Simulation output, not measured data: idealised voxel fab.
process module | voxel transistor to metal
cross-section cut | 190 nm wide | cells 5 nm
A cross-section is a grid of square cells, given in bands from the top down. A band is one or more rows of cells.
Each band's line starts with the height of the band's top and of its bottom, in nm. Then come its materials from left to right, each with its width in nm. One material with "throughout" fills the band from edge to edge. "air" is empty space.
Height 0 is the level under which the wafer as received is all one material. The lowest band goes on downwards, as in "0 down".
A width such as "30 to 40" changes by the same amount from each row of cells to the next, from the band's top row to its bottom row.
"no change" after a step means that no cell of the cross-section changed.
closed voids: empty space of 8 cells or more with no open way to the top, each as width x height at its distance from the left edge, in nm
after a step's settings: what the simulator itself notes on the step
overlay nm, on a step with a mask: how far to the right of its planned place the mask lay; to the left if negative
plan
1 op RECEIVE | material Si
2 op OXIDIZE | depth nm 5
3 op CONFORMAL_DEP | material SiN | thk nm 15
4 op MASKED_ETCH | tone cover | mask id ACTIVE | width nm 105 | etch materials SiN | depth nm 15 | overlay nm 0
5 op MASKED_ETCH | tone cover | mask id ACTIVE | width nm 105 | etch materials SiO2 | depth nm 5 | overlay nm 0
6 op MASKED_ETCH | tone cover | mask id ACTIVE | width nm 105 | etch materials Si | depth nm 30 | overlay nm 0
7 op OXIDIZE | depth nm 5
8 op FILL_DEP | material SiO2 | thk nm 10
9 op CMP | height nm 15
10 op SELECTIVE_ETCH | etch materials SiO2 | depth nm 5
11 op STRIP | etch materials SiN
12 op SELECTIVE_ETCH | etch materials SiO2 | depth nm 5
13 op OXIDIZE | depth nm 5
14 op DIRECTIONAL_DEP | material polySi | thk nm 20
15 op DIRECTIONAL_DEP | material SiCN | thk nm 10
16 op MASKED_ETCH | tone cover | mask id GATE | width nm 15 | etch materials SiCN | depth nm 20 | overlay nm 0
17 op MASKED_ETCH | tone cover | mask id GATE | width nm 15 | etch materials polySi | depth nm 30 | overlay nm 0
18 op CONFORMAL_DEP | material SiO2 | thk nm 5
19 op DIRECTIONAL_ETCH | etch materials SiO2 | depth nm 5
20 op CONFORMAL_DEP | material SiN | thk nm 5
21 op DIRECTIONAL_ETCH | etch materials SiN | depth nm 5
22 op DIRECTIONAL_ETCH | etch materials SiO2 | depth nm 5
23 op DIRECTIONAL_ETCH | etch materials Si | depth nm 15
24 op EPI | material nSi | thk nm 15
25 op FILL_DEP | material SiO2 | thk nm 10
26 op CMP | height nm 25
27 op DIRECTIONAL_DEP | material SiO2 | thk nm 10
28 op DIRECTIONAL_DEP | material aC | thk nm 10
29 op PATTERN | tone open | mask id CONTACT | material resist | width nm 30 | pitch nm 55 | thk nm 30 | overlay nm 0
30 op DIRECTIONAL_ETCH | etch materials aC | depth nm 10
31 op STRIP | etch materials resist
32 op DIRECTIONAL_ETCH | etch materials SiO2 | depth nm 45
33 op STRIP | etch materials aC
34 op CONFORMAL_DEP | material TiN | thk nm 5
35 op FILL_DEP | material W | thk nm 10
36 op CMP | height nm 35
37 op DIRECTIONAL_DEP | material TiN | thk nm 5
38 op DIRECTIONAL_DEP | material Ru | thk nm 15
39 op PATTERN | tone cover | mask id METAL_1 | material resist | width nm 15 | pitch nm 70 | thk nm 20 | overlay nm 0
40 op DIRECTIONAL_ETCH | etch materials Ru | depth nm 15
41 op DIRECTIONAL_ETCH | etch materials TiN | depth nm 5
42 op STRIP | etch materials resist
43 op CONFORMAL_DEP | material SiN | thk nm 5
44 op FILL_DEP | material SiO2 | thk nm 5
45 op CMP | height nm 55
46 op CONFORMAL_DEP | material SiCN | thk nm 5
47 op DIRECTIONAL_DEP | material SiO2 | thk nm 30
48 op DIRECTIONAL_DEP | material aC | thk nm 15
49 op PATTERN | tone open | mask id METAL_2 | material resist | width nm 15 | pitch nm 70 | thk nm 30 | overlay nm 0
50 op DIRECTIONAL_ETCH | etch materials aC | depth nm 15
51 op STRIP | etch materials resist
52 op DIRECTIONAL_ETCH | etch materials SiO2 | depth nm 20
53 op STRIP | etch materials aC
54 op MASKED_ETCH | tone open | mask id METAL_2_HOLES | width nm 15 | pitch nm 70 | etch materials SiO2 | depth nm 10 | overlay nm 0
55 op MASKED_ETCH | tone open | mask id METAL_2_HOLES | width nm 15 | pitch nm 70 | etch materials SiCN | depth nm 5 | overlay nm 0
56 op CONFORMAL_DEP | material TiN | thk nm 5
57 op FILL_DEP | material Cu | thk nm 5
58 op CMP | height nm 90
59 op CONFORMAL_DEP | material SiCN | thk nm 5
first wafer, as planned
as received, after step 1
  0 down: Si throughout
  closed voids: none
after step 2
  0 to -5: SiO2 throughout
  below -5: unchanged
after step 3
  15 to 0: SiN throughout
  below 0: unchanged
after step 4
  15 to 0: air 40 | SiN 105 | air 45
  below 0: unchanged
after step 5
  15 to 0: air 40 | SiN 105 | air 45
  0 to -5: air 40 | SiO2 105 | air 45
  below -5: unchanged
after step 6
  15 to 0: air 40 | SiN 105 | air 45
  0 to -5: air 40 | SiO2 105 | air 45
  -5 to -35: air 40 | Si 105 | air 45
  below -35: unchanged
after step 7
  15 to 0: air 40 | SiN 105 | air 45
  0 to -5: air 40 | SiO2 105 | air 45
  -5 to -35: air 40 | SiO2 5 | Si 95 | SiO2 5 | air 45
  -35 to -40: SiO2 45 | Si 95 | SiO2 50
  below -40: unchanged
after step 8
  25 to 15: SiO2 throughout
  15 to 0: SiO2 40 | SiN 105 | SiO2 45
  0 to -5: SiO2 throughout
  -5 to -40: SiO2 45 | Si 95 | SiO2 50
  below -40: unchanged
after step 9
  15 to 0: SiO2 40 | SiN 105 | SiO2 45
  below 0: unchanged
after step 10
  15 to 10: air 40 | SiN 105 | air 45
  below 10: unchanged
after step 11
  10 to 0: SiO2 40 | air 105 | SiO2 45
  below 0: unchanged
after step 12
  5 to -5: SiO2 35 | air 115 | SiO2 40
  below -5: unchanged
after step 13
  5 to -5: SiO2 35 | air 115 | SiO2 40
  -5 to -10: SiO2 throughout
  below -10: unchanged
after step 14
  25 to 15: polySi 35 | air 115 | polySi 40
  15 to 5: polySi throughout
  5 to -5: SiO2 35 | polySi 115 | SiO2 40
  below -5: unchanged
after step 15
  35 to 25: SiCN 35 | air 115 | SiCN 40
  25 to 15: polySi 35 | SiCN 115 | polySi 40
  below 15: unchanged
after step 16
  25 to 15: polySi 35 | air 50 | SiCN 15 | air 50 | polySi 40
  below 15: unchanged
after step 17
  25 to 15: air 85 | SiCN 15 | air 90
  15 to 5: air 85 | polySi 15 | air 90
  5 to -5: SiO2 35 | air 50 | polySi 15 | air 50 | SiO2 40
  below -5: unchanged
after step 18
  30 to 25: air 80 | SiO2 25 | air 85
  25 to 15: air 80 | SiO2 5 | SiCN 15 | SiO2 5 | air 85
  15 to 10: air 80 | SiO2 5 | polySi 15 | SiO2 5 | air 85
  10 to 0: SiO2 40 | air 40 | SiO2 5 | polySi 15 | SiO2 5 | air 40 | SiO2 45
  0 to -5: SiO2 85 | polySi 15 | SiO2 90
  below -5: unchanged
after step 19
  25 to 15: air 80 | SiO2 5 | SiCN 15 | SiO2 5 | air 85
  15 to 5: air 80 | SiO2 5 | polySi 15 | SiO2 5 | air 85
  5 to -5: SiO2 40 | air 40 | SiO2 5 | polySi 15 | SiO2 5 | air 40 | SiO2 45
  below -5: unchanged
after step 20
  30 to 25: air 75 | SiN 35 | air 80
  25 to 15: air 75 | SiN 5 | SiO2 5 | SiCN 15 | SiO2 5 | SiN 5 | air 80
  15 to 10: air 75 | SiN 5 | SiO2 5 | polySi 15 | SiO2 5 | SiN 5 | air 80
  10 to 5: SiN 45 | air 30 | SiN 5 | SiO2 5 | polySi 15 | SiO2 5 | SiN 5 | air 30 | SiN 50
  5 to 0: SiO2 40 | SiN 5 | air 30 | SiN 5 | SiO2 5 | polySi 15 | SiO2 5 | SiN 5 | air 30 | SiN 5 | SiO2 45
  0 to -5: SiO2 40 | SiN 40 | SiO2 5 | polySi 15 | SiO2 5 | SiN 40 | SiO2 45
  below -5: unchanged
after step 21
  25 to 15: air 75 | SiN 5 | SiO2 5 | SiCN 15 | SiO2 5 | SiN 5 | air 80
  15 to 5: air 75 | SiN 5 | SiO2 5 | polySi 15 | SiO2 5 | SiN 5 | air 80
  5 to -5: SiO2 40 | SiN 5 | air 30 | SiN 5 | SiO2 5 | polySi 15 | SiO2 5 | SiN 5 | air 30 | SiN 5 | SiO2 45
  below -5: unchanged
after step 22
  25 to 20: air 75 | SiN 5 | air 5 | SiCN 15 | air 5 | SiN 5 | air 80
  20 to 15: air 75 | SiN 5 | SiO2 5 | SiCN 15 | SiO2 5 | SiN 5 | air 80
  15 to 5: air 75 | SiN 5 | SiO2 5 | polySi 15 | SiO2 5 | SiN 5 | air 80
  5 to 0: air 40 | SiN 5 | air 30 | SiN 5 | SiO2 5 | polySi 15 | SiO2 5 | SiN 5 | air 30 | SiN 5 | air 45
  0 to -5: SiO2 40 | SiN 5 | air 30 | SiN 5 | SiO2 5 | polySi 15 | SiO2 5 | SiN 5 | air 30 | SiN 5 | SiO2 45
  -5 to -10: SiO2 45 | air 30 | SiO2 35 | air 30 | SiO2 50
  below -10: unchanged
after step 23
  25 to 20: air 75 | SiN 5 | air 5 | SiCN 15 | air 5 | SiN 5 | air 80
  20 to 15: air 75 | SiN 5 | SiO2 5 | SiCN 15 | SiO2 5 | SiN 5 | air 80
  15 to 5: air 75 | SiN 5 | SiO2 5 | polySi 15 | SiO2 5 | SiN 5 | air 80
  5 to 0: air 40 | SiN 5 | air 30 | SiN 5 | SiO2 5 | polySi 15 | SiO2 5 | SiN 5 | air 30 | SiN 5 | air 45
  0 to -5: SiO2 40 | SiN 5 | air 30 | SiN 5 | SiO2 5 | polySi 15 | SiO2 5 | SiN 5 | air 30 | SiN 5 | SiO2 45
  -5 to -10: SiO2 45 | air 30 | SiO2 35 | air 30 | SiO2 50
  -10 to -25: SiO2 45 | air 30 | Si 35 | air 30 | SiO2 50
  below -25: unchanged
after step 24
  25 to 20: air 75 | SiN 5 | air 5 | SiCN 15 | air 5 | SiN 5 | air 80
  20 to 15: air 75 | SiN 5 | SiO2 5 | SiCN 15 | SiO2 5 | SiN 5 | air 80
  15 to 5: air 75 | SiN 5 | SiO2 5 | polySi 15 | SiO2 5 | SiN 5 | air 80
  5 to 0: air 40 | SiN 5 | air 15 | nSi 15 | SiN 5 | SiO2 5 | polySi 15 | SiO2 5 | SiN 5 | nSi 15 | air 15 | SiN 5 | air 45
  0 to -5: SiO2 40 | SiN 5 | air 15 | nSi 15 | SiN 5 | SiO2 5 | polySi 15 | SiO2 5 | SiN 5 | nSi 15 | air 15 | SiN 5 | SiO2 45
  -5 to -10: SiO2 45 | air 15 | nSi 15 | SiO2 35 | nSi 15 | air 15 | SiO2 50
  -10 to -25: SiO2 45 | nSi 30 | Si 35 | nSi 30 | SiO2 50
  below -25: unchanged
after step 25
  35 to 25: SiO2 throughout
  25 to 15: SiO2 75 | SiN 5 | SiO2 5 | SiCN 15 | SiO2 5 | SiN 5 | SiO2 80
  15 to 5: SiO2 75 | SiN 5 | SiO2 5 | polySi 15 | SiO2 5 | SiN 5 | SiO2 80
  5 to -5: SiO2 40 | SiN 5 | SiO2 15 | nSi 15 | SiN 5 | SiO2 5 | polySi 15 | SiO2 5 | SiN 5 | nSi 15 | SiO2 15 | SiN 5 | SiO2 45
  -5 to -10: SiO2 60 | nSi 15 | SiO2 35 | nSi 15 | SiO2 65
  below -10: unchanged
after step 26
  25 to 15: SiO2 75 | SiN 5 | SiO2 5 | SiCN 15 | SiO2 5 | SiN 5 | SiO2 80
  below 15: unchanged
after step 27
  35 to 25: SiO2 throughout
  below 25: unchanged
after step 28
  45 to 35: aC throughout
  below 35: unchanged
after step 29
  75 to 45: resist 50 | air 30 | resist 25 | air 30 | resist 55
  below 45: unchanged
after step 30
  65 to 45: resist 50 | air 30 | resist 25 | air 30 | resist 55
  45 to 35: aC 50 | air 30 | aC 25 | air 30 | aC 55
  below 35: unchanged
after step 31
  45 to 35: aC 50 | air 30 | aC 25 | air 30 | aC 55
  below 35: unchanged
after step 32
  45 to 35: aC 50 | air 30 | aC 25 | air 30 | aC 55
  35 to 25: SiO2 50 | air 30 | SiO2 25 | air 30 | SiO2 55
  25 to 15: SiO2 50 | air 25 | SiN 5 | SiO2 5 | SiCN 15 | SiO2 5 | SiN 5 | air 25 | SiO2 55
  15 to 5: SiO2 50 | air 25 | SiN 5 | SiO2 5 | polySi 15 | SiO2 5 | SiN 5 | air 25 | SiO2 55
  5 to -5: SiO2 40 | SiN 5 | SiO2 5 | air 10 | nSi 15 | SiN 5 | SiO2 5 | polySi 15 | SiO2 5 | SiN 5 | nSi 15 | air 10 | SiO2 5 | SiN 5 | SiO2 45
  -5 to -10: SiO2 50 | air 10 | nSi 15 | SiO2 35 | nSi 15 | air 10 | SiO2 55
  below -10: unchanged
after step 33
  35 to 25: SiO2 50 | air 30 | SiO2 25 | air 30 | SiO2 55
  below 25: unchanged
after step 34
  40 to 35: TiN 55 | air 20 | TiN 35 | air 20 | TiN 60
  35 to 25: SiO2 50 | TiN 5 | air 20 to 15 | TiN 5 to 10 | SiO2 25 | TiN 5 to 10 | air 20 to 15 | TiN 5 | SiO2 55
  25 to 15: SiO2 50 | TiN 5 | air 15 | TiN 5 | SiN 5 | SiO2 5 | SiCN 15 | SiO2 5 | SiN 5 | TiN 5 | air 15 | TiN 5 | SiO2 55
  15 to 10: SiO2 50 | TiN 5 | air 15 | TiN 5 | SiN 5 | SiO2 5 | polySi 15 | SiO2 5 | SiN 5 | TiN 5 | air 15 | TiN 5 | SiO2 55
  10 to 5: SiO2 50 | TiN 25 | SiN 5 | SiO2 5 | polySi 15 | SiO2 5 | SiN 5 | TiN 25 | SiO2 55
  5 to -5: SiO2 40 | SiN 5 | SiO2 5 | TiN 10 | nSi 15 | SiN 5 | SiO2 5 | polySi 15 | SiO2 5 | SiN 5 | nSi 15 | TiN 10 | SiO2 5 | SiN 5 | SiO2 45
  -5 to -10: SiO2 50 | TiN 10 | nSi 15 | SiO2 35 | nSi 15 | TiN 10 | SiO2 55
  below -10: unchanged
after step 35
  50 to 40: W throughout
  40 to 35: TiN 55 | W 20 | TiN 35 | W 20 | TiN 60
  35 to 25: SiO2 50 | TiN 5 | W 20 to 15 | TiN 5 to 10 | SiO2 25 | TiN 5 to 10 | W 20 to 15 | TiN 5 | SiO2 55
  25 to 15: SiO2 50 | TiN 5 | W 15 | TiN 5 | SiN 5 | SiO2 5 | SiCN 15 | SiO2 5 | SiN 5 | TiN 5 | W 15 | TiN 5 | SiO2 55
  15 to 10: SiO2 50 | TiN 5 | W 15 | TiN 5 | SiN 5 | SiO2 5 | polySi 15 | SiO2 5 | SiN 5 | TiN 5 | W 15 | TiN 5 | SiO2 55
  below 10: unchanged
after step 36
  35 to 25: SiO2 50 | TiN 5 | W 20 to 15 | TiN 5 to 10 | SiO2 25 | TiN 5 to 10 | W 20 to 15 | TiN 5 | SiO2 55
  below 25: unchanged
after step 37
  40 to 35: TiN throughout
  below 35: unchanged
after step 38
  55 to 40: Ru throughout
  below 40: unchanged
after step 39
  75 to 55: air 50 | resist 15 | air 55 | resist 15 | air 55
  below 55: unchanged
after step 40
  75 to 55: air 50 | resist 15 | air 55 | resist 15 | air 55
  55 to 40: air 50 | Ru 15 | air 55 | Ru 15 | air 55
  below 40: unchanged
after step 41
  75 to 55: air 50 | resist 15 | air 55 | resist 15 | air 55
  55 to 40: air 50 | Ru 15 | air 55 | Ru 15 | air 55
  40 to 35: air 50 | TiN 15 | air 55 | TiN 15 | air 55
  below 35: unchanged
after step 42
  55 to 40: air 50 | Ru 15 | air 55 | Ru 15 | air 55
  below 40: unchanged
after step 43
  60 to 55: air 45 | SiN 25 | air 45 | SiN 25 | air 50
  55 to 40: air 45 | SiN 5 | Ru 15 | SiN 5 | air 45 | SiN 5 | Ru 15 | SiN 5 | air 50
  40 to 35: SiN 50 | TiN 15 | SiN 55 | TiN 15 | SiN 55
  below 35: unchanged
after step 44
  65 to 60: SiO2 throughout
  60 to 55: SiO2 45 | SiN 25 | SiO2 45 | SiN 25 | SiO2 50
  55 to 40: SiO2 45 | SiN 5 | Ru 15 | SiN 5 | SiO2 45 | SiN 5 | Ru 15 | SiN 5 | SiO2 50
  below 40: unchanged
after step 45
  55 to 40: SiO2 45 | SiN 5 | Ru 15 | SiN 5 | SiO2 45 | SiN 5 | Ru 15 | SiN 5 | SiO2 50
  below 40: unchanged
after step 46
  60 to 55: SiCN throughout
  below 55: unchanged
after step 47
  90 to 60: SiO2 throughout
  below 60: unchanged
after step 48
  105 to 90: aC throughout
  below 90: unchanged
after step 49
  135 to 105: resist 50 | air 15 | resist 55 | air 15 | resist 55
  below 105: unchanged
after step 50
  120 to 105: resist 50 | air 15 | resist 55 | air 15 | resist 55
  105 to 90: aC 50 | air 15 | aC 55 | air 15 | aC 55
  below 90: unchanged
after step 51
  105 to 90: aC 50 | air 15 | aC 55 | air 15 | aC 55
  below 90: unchanged
after step 52
  105 to 90: aC 50 | air 15 | aC 55 | air 15 | aC 55
  90 to 70: SiO2 50 | air 15 | SiO2 55 | air 15 | SiO2 55
  below 70: unchanged
after step 53
  90 to 70: SiO2 50 | air 15 | SiO2 55 | air 15 | SiO2 55
  below 70: unchanged
after step 54
  90 to 60: SiO2 50 | air 15 | SiO2 55 | air 15 | SiO2 55
  below 60: unchanged
after step 55
  90 to 60: SiO2 50 | air 15 | SiO2 55 | air 15 | SiO2 55
  60 to 55: SiCN 50 | air 15 | SiCN 55 | air 15 | SiCN 55
  below 55: unchanged
after step 56
  95 to 90: TiN 55 | air 5 | TiN 65 | air 5 | TiN 60
  90 to 60: SiO2 50 | TiN 5 | air 5 | TiN 5 | SiO2 55 | TiN 5 | air 5 | TiN 5 | SiO2 55
  60 to 55: SiCN 50 | TiN 15 | SiCN 55 | TiN 15 | SiCN 55
  below 55: unchanged
after step 57
  100 to 95: Cu throughout
  95 to 90: TiN 55 | Cu 5 | TiN 65 | Cu 5 | TiN 60
  90 to 60: SiO2 50 | TiN 5 | Cu 5 | TiN 5 | SiO2 55 | TiN 5 | Cu 5 | TiN 5 | SiO2 55
  below 60: unchanged
after step 58
  90 to 60: SiO2 50 | TiN 5 | Cu 5 | TiN 5 | SiO2 55 | TiN 5 | Cu 5 | TiN 5 | SiO2 55
  below 60: unchanged
after step 59
  95 to 90: SiCN throughout
  below 90: unchanged
second wafer: like start, like plan, one mistake. Through step 23 it matches the first wafer
when step 24 should have ended
  25 to 20: air 75 | SiN 5 | air 5 | SiCN 15 | air 5 | SiN 5 | air 80
  20 to 15: air 75 | SiN 5 | SiO2 5 | SiCN 15 | SiO2 5 | SiN 5 | air 80
  15 to 10: air 75 | SiN 5 | SiO2 5 | polySi 15 | SiO2 5 | SiN 5 | air 80
  10 to 5: air 55 | nSi 20 | SiN 5 | SiO2 5 | polySi 15 | SiO2 5 | SiN 5 | nSi 20 | air 60
  5 to 0: air 40 | SiN 5 | air 10 | nSi 20 | SiN 5 | SiO2 5 | polySi 15 | SiO2 5 | SiN 5 | nSi 20 | air 10 | SiN 5 | air 45
  0 to -5: SiO2 40 | SiN 5 | air 10 | nSi 20 | SiN 5 | SiO2 5 | polySi 15 | SiO2 5 | SiN 5 | nSi 20 | air 10 | SiN 5 | SiO2 45
  -5 to -10: SiO2 45 | nSi 30 | SiO2 35 | nSi 30 | SiO2 50
  -10 to -25: SiO2 45 | nSi 30 | Si 35 | nSi 30 | SiO2 50
  below -25: unchanged
when step 25 should have ended
  35 to 25: SiO2 throughout
  25 to 15: SiO2 75 | SiN 5 | SiO2 5 | SiCN 15 | SiO2 5 | SiN 5 | SiO2 80
  15 to 10: SiO2 75 | SiN 5 | SiO2 5 | polySi 15 | SiO2 5 | SiN 5 | SiO2 80
  10 to 5: SiO2 55 | nSi 20 | SiN 5 | SiO2 5 | polySi 15 | SiO2 5 | SiN 5 | nSi 20 | SiO2 60
  5 to -5: SiO2 40 | SiN 5 | SiO2 10 | nSi 20 | SiN 5 | SiO2 5 | polySi 15 | SiO2 5 | SiN 5 | nSi 20 | SiO2 10 | SiN 5 | SiO2 45
  below -5: unchanged
when step 26 should have ended
  25 to 15: SiO2 75 | SiN 5 | SiO2 5 | SiCN 15 | SiO2 5 | SiN 5 | SiO2 80
  below 15: unchanged
when step 27 should have ended
  35 to 25: SiO2 throughout
  below 25: unchanged
when step 28 should have ended
  45 to 35: aC throughout
  below 35: unchanged
when step 29 should have ended
  75 to 45: resist 50 | air 30 | resist 25 | air 30 | resist 55
  below 45: unchanged
when step 30 should have ended
  65 to 45: resist 50 | air 30 | resist 25 | air 30 | resist 55
  45 to 35: aC 50 | air 30 | aC 25 | air 30 | aC 55
  below 35: unchanged
when step 31 should have ended
  45 to 35: aC 50 | air 30 | aC 25 | air 30 | aC 55
  below 35: unchanged
when step 32 should have ended
  45 to 35: aC 50 | air 30 | aC 25 | air 30 | aC 55
  35 to 25: SiO2 50 | air 30 | SiO2 25 | air 30 | SiO2 55
  25 to 15: SiO2 50 | air 25 | SiN 5 | SiO2 5 | SiCN 15 | SiO2 5 | SiN 5 | air 25 | SiO2 55
  15 to 10: SiO2 50 | air 25 | SiN 5 | SiO2 5 | polySi 15 | SiO2 5 | SiN 5 | air 25 | SiO2 55
  10 to 5: SiO2 50 | air 5 | nSi 20 | SiN 5 | SiO2 5 | polySi 15 | SiO2 5 | SiN 5 | nSi 20 | air 5 | SiO2 55
  5 to -5: SiO2 40 | SiN 5 | SiO2 5 | air 5 | nSi 20 | SiN 5 | SiO2 5 | polySi 15 | SiO2 5 | SiN 5 | nSi 20 | air 5 | SiO2 5 | SiN 5 | SiO2 45
  below -5: unchanged
when step 33 should have ended
  35 to 25: SiO2 50 | air 30 | SiO2 25 | air 30 | SiO2 55
  below 25: unchanged
when step 34 should have ended
  40 to 35: TiN 55 | air 20 | TiN 35 | air 20 | TiN 60
  35 to 25: SiO2 50 | TiN 5 | air 20 to 15 | TiN 5 to 10 | SiO2 25 | TiN 5 to 10 | air 20 to 15 | TiN 5 | SiO2 55
  25 to 15: SiO2 50 | TiN 5 | air 15 | TiN 5 | SiN 5 | SiO2 5 | SiCN 15 | SiO2 5 | SiN 5 | TiN 5 | air 15 | TiN 5 | SiO2 55
  15 to 10: SiO2 50 | TiN 25 | SiN 5 | SiO2 5 | polySi 15 | SiO2 5 | SiN 5 | TiN 25 | SiO2 55
  10 to 5: SiO2 50 | TiN 5 | nSi 20 | SiN 5 | SiO2 5 | polySi 15 | SiO2 5 | SiN 5 | nSi 20 | TiN 5 | SiO2 55
  5 to -5: SiO2 40 | SiN 5 | SiO2 5 | TiN 5 | nSi 20 | SiN 5 | SiO2 5 | polySi 15 | SiO2 5 | SiN 5 | nSi 20 | TiN 5 | SiO2 5 | SiN 5 | SiO2 45
  below -5: unchanged
when step 35 should have ended
  50 to 40: W throughout
  40 to 35: TiN 55 | W 20 | TiN 35 | W 20 | TiN 60
  35 to 25: SiO2 50 | TiN 5 | W 20 to 15 | TiN 5 to 10 | SiO2 25 | TiN 5 to 10 | W 20 to 15 | TiN 5 | SiO2 55
  25 to 15: SiO2 50 | TiN 5 | W 15 | TiN 5 | SiN 5 | SiO2 5 | SiCN 15 | SiO2 5 | SiN 5 | TiN 5 | W 15 | TiN 5 | SiO2 55
  below 15: unchanged
when step 36 should have ended
  35 to 25: SiO2 50 | TiN 5 | W 20 to 15 | TiN 5 to 10 | SiO2 25 | TiN 5 to 10 | W 20 to 15 | TiN 5 | SiO2 55
  below 25: unchanged
when step 37 should have ended
  40 to 35: TiN throughout
  below 35: unchanged
when step 38 should have ended
  55 to 40: Ru throughout
  below 40: unchanged
when step 39 should have ended
  75 to 55: air 50 | resist 15 | air 55 | resist 15 | air 55
  below 55: unchanged
when step 40 should have ended
  75 to 55: air 50 | resist 15 | air 55 | resist 15 | air 55
  55 to 40: air 50 | Ru 15 | air 55 | Ru 15 | air 55
  below 40: unchanged
when step 41 should have ended
  75 to 55: air 50 | resist 15 | air 55 | resist 15 | air 55
  55 to 40: air 50 | Ru 15 | air 55 | Ru 15 | air 55
  40 to 35: air 50 | TiN 15 | air 55 | TiN 15 | air 55
  below 35: unchanged
when step 42 should have ended
  55 to 40: air 50 | Ru 15 | air 55 | Ru 15 | air 55
  below 40: unchanged
when step 43 should have ended
  60 to 55: air 45 | SiN 25 | air 45 | SiN 25 | air 50
  55 to 40: air 45 | SiN 5 | Ru 15 | SiN 5 | air 45 | SiN 5 | Ru 15 | SiN 5 | air 50
  40 to 35: SiN 50 | TiN 15 | SiN 55 | TiN 15 | SiN 55
  below 35: unchanged
when step 44 should have ended
  65 to 60: SiO2 throughout
  60 to 55: SiO2 45 | SiN 25 | SiO2 45 | SiN 25 | SiO2 50
  55 to 40: SiO2 45 | SiN 5 | Ru 15 | SiN 5 | SiO2 45 | SiN 5 | Ru 15 | SiN 5 | SiO2 50
  below 40: unchanged
when step 45 should have ended
  55 to 40: SiO2 45 | SiN 5 | Ru 15 | SiN 5 | SiO2 45 | SiN 5 | Ru 15 | SiN 5 | SiO2 50
  below 40: unchanged
when step 46 should have ended
  60 to 55: SiCN throughout
  below 55: unchanged
when step 47 should have ended
  90 to 60: SiO2 throughout
  below 60: unchanged
when step 48 should have ended
  105 to 90: aC throughout
  below 90: unchanged
when step 49 should have ended
  135 to 105: resist 50 | air 15 | resist 55 | air 15 | resist 55
  below 105: unchanged
when step 50 should have ended
  120 to 105: resist 50 | air 15 | resist 55 | air 15 | resist 55
  105 to 90: aC 50 | air 15 | aC 55 | air 15 | aC 55
  below 90: unchanged
when step 51 should have ended
  105 to 90: aC 50 | air 15 | aC 55 | air 15 | aC 55
  below 90: unchanged
when step 52 should have ended
  105 to 90: aC 50 | air 15 | aC 55 | air 15 | aC 55
  90 to 70: SiO2 50 | air 15 | SiO2 55 | air 15 | SiO2 55
  below 70: unchanged
when step 53 should have ended
  90 to 70: SiO2 50 | air 15 | SiO2 55 | air 15 | SiO2 55
  below 70: unchanged
when step 54 should have ended
  90 to 60: SiO2 50 | air 15 | SiO2 55 | air 15 | SiO2 55
  below 60: unchanged
when step 55 should have ended
  90 to 60: SiO2 50 | air 15 | SiO2 55 | air 15 | SiO2 55
  60 to 55: SiCN 50 | air 15 | SiCN 55 | air 15 | SiCN 55
  below 55: unchanged
when step 56 should have ended
  95 to 90: TiN 55 | air 5 | TiN 65 | air 5 | TiN 60
  90 to 60: SiO2 50 | TiN 5 | air 5 | TiN 5 | SiO2 55 | TiN 5 | air 5 | TiN 5 | SiO2 55
  60 to 55: SiCN 50 | TiN 15 | SiCN 55 | TiN 15 | SiCN 55
  below 55: unchanged
when step 57 should have ended
  100 to 95: Cu throughout
  95 to 90: TiN 55 | Cu 5 | TiN 65 | Cu 5 | TiN 60
  90 to 60: SiO2 50 | TiN 5 | Cu 5 | TiN 5 | SiO2 55 | TiN 5 | Cu 5 | TiN 5 | SiO2 55
  below 60: unchanged
when step 58 should have ended
  90 to 60: SiO2 50 | TiN 5 | Cu 5 | TiN 5 | SiO2 55 | TiN 5 | Cu 5 | TiN 5 | SiO2 55
  below 60: unchanged
when step 59 should have ended
  95 to 90: SiCN throughout
  below 90: unchanged
what went wrong: step 24 ran as: op EPI | material nSi | thk nm 20
at the end the second wafer has, in cells: 2 fewer of SiO2 | 10 fewer of TiN | 6 fewer of W | 18 more of nSi
